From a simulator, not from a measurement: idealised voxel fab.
This section sets out a process module, namely voxel self aligned vias.
The cross-section on display is named cut; it measures 225 nm wide, and its cells are 5 nm squares.
A cross-section is a grid of square cells, given in bands from the top down. A band is one or more rows of cells.
Band: top and bottom heights (nm) first, top before bottom; then materials from left to right, widths in nm. "edge to edge" marks a sole material filling the band edge to edge. "blank" denotes empty space.
Counting heights begins at 0, where everything beneath is, in the wafer as received, one material. The lowest band has no bottom; it goes on downwards, as "0 down" shows.
Note: "30..40" means the width goes from the first number (top row of the band) to the second number (bottom row) in equal steps per row of cells.
What does "left unchanged" mean for a step? It means no cell of the cross-section changed in that step.
Entry "Closed void inventory". Content: empty spaces with no open connection to the top, size 8 cells or greater. Each: width x height at distance. Distance: from left edge. Unit: nm.
Text after the settings on a step's line: the simulator's own remark on that step.
Steps that use a mask can have "overlay nm" on their line. It says how far the mask sat to the right of where it was meant to be. Negative means to the left.

Process steps foreseen in the plan:
1. RECEIVE [material Si]
2. CONFORMAL_DEP [material SiO2] [thk nm 10]
3. CONFORMAL_DEP [material SiCN] [thk nm 5]
4. DIRECTIONAL_DEP [material lowk] [thk nm 20]
5. PATTERN [tone open] [mask id LINES] [material resist] [width nm 20] [pitch nm 60] [thk nm 15] [overlay nm 0]
6. DIRECTIONAL_ETCH [etch materials lowk] [depth nm 20]
7. STRIP [etch materials resist]
8. CONFORMAL_DEP [material TiN] [thk nm 5]
9. FILL_DEP [material W] [thk nm 5]
10. CMP [height nm 35]
11. SELECTIVE_ETCH [etch materials W Ru TiN] [depth nm 5]
12. FILL_DEP [material SiN] [thk nm 10]
13. CMP [height nm 35]
14. DIRECTIONAL_DEP [material lowk] [thk nm 15]
15. DIRECTIONAL_DEP [material aC] [thk nm 15]
16. PATTERN [tone open] [mask id VIAS] [material resist] [width nm 40] [pitch nm 60] [thk nm 30] [overlay nm 0]
17. DIRECTIONAL_ETCH [etch materials aC] [depth nm 15]
18. STRIP [etch materials resist]
19. DIRECTIONAL_ETCH [etch materials lowk] [depth nm 15]
20. DIRECTIONAL_ETCH [etch materials SiN] [depth nm 5]
21. STRIP [etch materials aC]
22. CONFORMAL_DEP [material TiN] [thk nm 5]
23. FILL_DEP [material Cu] [thk nm 5]
24. CMP [height nm 50]
25. CONFORMAL_DEP [material SiN] [thk nm 5]

Of two wafers, the first: run according to plan:

Cross-section: wafer on arrival = after step 1:
    0 down  Si edge to edge
    Closed void inventory: none

Cross-section of the wafer subsequent to step 2:
    10 to 0  SiO2 edge to edge
    Below a height of 0, the structure has not been altered.

Cross-section of the wafer subsequent to step 3:
    15 to 10  SiCN edge to edge
    Below a height of 10, the structure has not been altered.

Cross-section of the wafer subsequent to step 4:
    35 to 15  lowk edge to edge
    Below a height of 15, the structure has not been altered.

Cross-section of the wafer subsequent to step 5:
    50 to 35  resist=70  blank=20  resist=40  blank=20  resist=75
    Below a height of 35, the structure has not been altered.

Cross-section of the wafer subsequent to step 6:
    50 to 35  resist=70  blank=20  resist=40  blank=20  resist=75
    35 to 15  lowk=70  blank=20  lowk=40  blank=20  lowk=75
    Below a height of 15, the structure has not been altered.

Cross-section of the wafer subsequent to step 7:
    35 to 15  lowk=70  blank=20  lowk=40  blank=20  lowk=75
    Below a height of 15, the structure has not been altered.

Cross-section of the wafer subsequent to step 8:
    40 to 35  TiN=75  blank=10  TiN=50  blank=10  TiN=80
    35 to 20  lowk=70  TiN=5  blank=10  TiN=5  lowk=40  TiN=5  blank=10  TiN=5  lowk=75
    20 to 15  lowk=70  TiN=20  lowk=40  TiN=20  lowk=75
    Below a height of 15, the structure has not been altered.

Cross-section of the wafer subsequent to step 9:
    45 to 40  W edge to edge
    40 to 35  TiN=75  W=10  TiN=50  W=10  TiN=80
    35 to 20  lowk=70  TiN=5  W=10  TiN=5  lowk=40  TiN=5  W=10  TiN=5  lowk=75
    Below a height of 20, the structure has not been altered.

Cross-section of the wafer subsequent to step 10:
    35 to 20  lowk=70  TiN=5  W=10  TiN=5  lowk=40  TiN=5  W=10  TiN=5  lowk=75
    Below a height of 20, the structure has not been altered.

Cross-section of the wafer subsequent to step 11:
    35 to 30  lowk=70  blank=20  lowk=40  blank=20  lowk=75
    Below a height of 30, the structure has not been altered.

Cross-section of the wafer subsequent to step 12:
    45 to 35  SiN edge to edge
    35 to 30  lowk=70  SiN=20  lowk=40  SiN=20  lowk=75
    Below a height of 30, the structure has not been altered.

Cross-section of the wafer subsequent to step 13:
    35 to 30  lowk=70  SiN=20  lowk=40  SiN=20  lowk=75
    Below a height of 30, the structure has not been altered.

Cross-section of the wafer subsequent to step 14:
    50 to 35  lowk edge to edge
    Below a height of 35, the structure has not been altered.

Cross-section of the wafer subsequent to step 15:
    65 to 50  aC edge to edge
    Below a height of 50, the structure has not been altered.

Cross-section of the wafer subsequent to step 16:
    95 to 65  resist=60  blank=40  resist=20  blank=40  resist=65
    Below a height of 65, the structure has not been altered.

Cross-section of the wafer subsequent to step 17:
    80 to 65  resist=60  blank=40  resist=20  blank=40  resist=65
    65 to 50  aC=60  blank=40  aC=20  blank=40  aC=65
    Below a height of 50, the structure has not been altered.

Cross-section of the wafer subsequent to step 18:
    65 to 50  aC=60  blank=40  aC=20  blank=40  aC=65
    Below a height of 50, the structure has not been altered.

Cross-section of the wafer subsequent to step 19:
    65 to 50  aC=60  blank=40  aC=20  blank=40  aC=65
    50 to 35  lowk=60  blank=40  lowk=20  blank=40  lowk=65
    Below a height of 35, the structure has not been altered.

Cross-section of the wafer subsequent to step 20:
    65 to 50  aC=60  blank=40  aC=20  blank=40  aC=65
    50 to 35  lowk=60  blank=40  lowk=20  blank=40  lowk=65
    35 to 30  lowk=70  blank=20  lowk=40  blank=20  lowk=75
    Below a height of 30, the structure has not been altered.

Cross-section of the wafer subsequent to step 21:
    50 to 35  lowk=60  blank=40  lowk=20  blank=40  lowk=65
    Below a height of 35, the structure has not been altered.

Cross-section of the wafer subsequent to step 22:
    55 to 50  TiN=65  blank=30  TiN=30  blank=30  TiN=70
    50 to 40  lowk=60  TiN=5  blank=30  TiN=5  lowk=20  TiN=5  blank=30  TiN=5  lowk=65
    40 to 35  lowk=60  TiN=15  blank=10  TiN=15  lowk=20  TiN=15  blank=10  TiN=15  lowk=65
    35 to 30  lowk=70  TiN=20  lowk=40  TiN=20  lowk=75
    Below a height of 30, the structure has not been altered.

Cross-section of the wafer subsequent to step 23:
    60 to 55  Cu edge to edge
    55 to 50  TiN=65  Cu=30  TiN=30  Cu=30  TiN=70
    50 to 40  lowk=60  TiN=5  Cu=30  TiN=5  lowk=20  TiN=5  Cu=30  TiN=5  lowk=65
    40 to 35  lowk=60  TiN=15  Cu=10  TiN=15  lowk=20  TiN=15  Cu=10  TiN=15  lowk=65
    Below a height of 35, the structure has not been altered.

Cross-section of the wafer subsequent to step 24:
    50 to 40  lowk=60  TiN=5  Cu=30  TiN=5  lowk=20  TiN=5  Cu=30  TiN=5  lowk=65
    Below a height of 40, the structure has not been altered.

Cross-section of the wafer subsequent to step 25:
    55 to 50  SiN edge to edge
    Below a height of 50, the structure has not been altered.

Second wafer - shared start and plan with the first - one error in running - same as the first up to step 2 inclusive:

The second wafer cut through, at the time step 3 was supposed to be finished:
    30 to 10  lowk edge to edge
    Below a height of 10, the structure has not been altered.

The second wafer cut through, at the time step 4 was supposed to be finished:
    35 to 30  SiCN edge to edge
    Below a height of 30, the structure has not been altered.

The second wafer cut through, at the time step 5 was supposed to be finished:
    50 to 35  resist=70  blank=20  resist=40  blank=20  resist=75
    Below a height of 35, the structure has not been altered.

The second wafer cut through, at the time step 6 was supposed to be finished: left unchanged

The second wafer cut through, at the time step 7 was supposed to be finished:
    35 to 30  SiCN edge to edge
    Below a height of 30, the structure has not been altered.

The second wafer cut through, at the time step 8 was supposed to be finished:
    40 to 35  TiN edge to edge
    Below a height of 35, the structure has not been altered.

The second wafer cut through, at the time step 9 was supposed to be finished:
    45 to 40  W edge to edge
    Below a height of 40, the structure has not been altered.

The second wafer cut through, at the time step 10 was supposed to be finished:
    35 to 30  SiCN edge to edge
    Below a height of 30, the structure has not been altered.

The second wafer cut through, at the time step 11 was supposed to be finished: left unchanged

The second wafer cut through, at the time step 12 was supposed to be finished:
    45 to 35  SiN edge to edge
    Below a height of 35, the structure has not been altered.

The second wafer cut through, at the time step 13 was supposed to be finished:
    35 to 30  SiCN edge to edge
    Below a height of 30, the structure has not been altered.

The second wafer cut through, at the time step 14 was supposed to be finished:
    50 to 35  lowk edge to edge
    Below a height of 35, the structure has not been altered.

The second wafer cut through, at the time step 15 was supposed to be finished:
    65 to 50  aC edge to edge
    Below a height of 50, the structure has not been altered.

The second wafer cut through, at the time step 16 was supposed to be finished:
    95 to 65  resist=60  blank=40  resist=20  blank=40  resist=65
    Below a height of 65, the structure has not been altered.

The second wafer cut through, at the time step 17 was supposed to be finished:
    80 to 65  resist=60  blank=40  resist=20  blank=40  resist=65
    65 to 50  aC=60  blank=40  aC=20  blank=40  aC=65
    Below a height of 50, the structure has not been altered.

The second wafer cut through, at the time step 18 was supposed to be finished:
    65 to 50  aC=60  blank=40  aC=20  blank=40  aC=65
    Below a height of 50, the structure has not been altered.

The second wafer cut through, at the time step 19 was supposed to be finished:
    65 to 50  aC=60  blank=40  aC=20  blank=40  aC=65
    50 to 35  lowk=60  blank=40  lowk=20  blank=40  lowk=65
    Below a height of 35, the structure has not been altered.

The second wafer cut through, at the time step 20 was supposed to be finished: left unchanged

The second wafer cut through, at the time step 21 was supposed to be finished:
    50 to 35  lowk=60  blank=40  lowk=20  blank=40  lowk=65
    Below a height of 35, the structure has not been altered.

The second wafer cut through, at the time step 22 was supposed to be finished:
    55 to 50  TiN=65  blank=30  TiN=30  blank=30  TiN=70
    50 to 40  lowk=60  TiN=5  blank=30  TiN=5  lowk=20  TiN=5  blank=30  TiN=5  lowk=65
    40 to 35  lowk=60  TiN=40  lowk=20  TiN=40  lowk=65
    Below a height of 35, the structure has not been altered.

The second wafer cut through, at the time step 23 was supposed to be finished:
    60 to 55  Cu edge to edge
    55 to 50  TiN=65  Cu=30  TiN=30  Cu=30  TiN=70
    50 to 40  lowk=60  TiN=5  Cu=30  TiN=5  lowk=20  TiN=5  Cu=30  TiN=5  lowk=65
    Below a height of 40, the structure has not been altered.

The second wafer cut through, at the time step 24 was supposed to be finished:
    50 to 40  lowk=60  TiN=5  Cu=30  TiN=5  lowk=20  TiN=5  Cu=30  TiN=5  lowk=65
    Below a height of 40, the structure has not been altered.

The second wafer cut through, at the time step 25 was supposed to be finished:
    55 to 50  SiN edge to edge
    Below a height of 50, the structure has not been altered.
Finding, execution versus plan: order of steps 3 and 4 inverted relative to the plan
Per the end-of-run cell counts, the second wafer holds more or fewer of some materials than the first: 4 fewer of Cu; 20 fewer of TiN; 8 fewer of W; 32 more of lowk
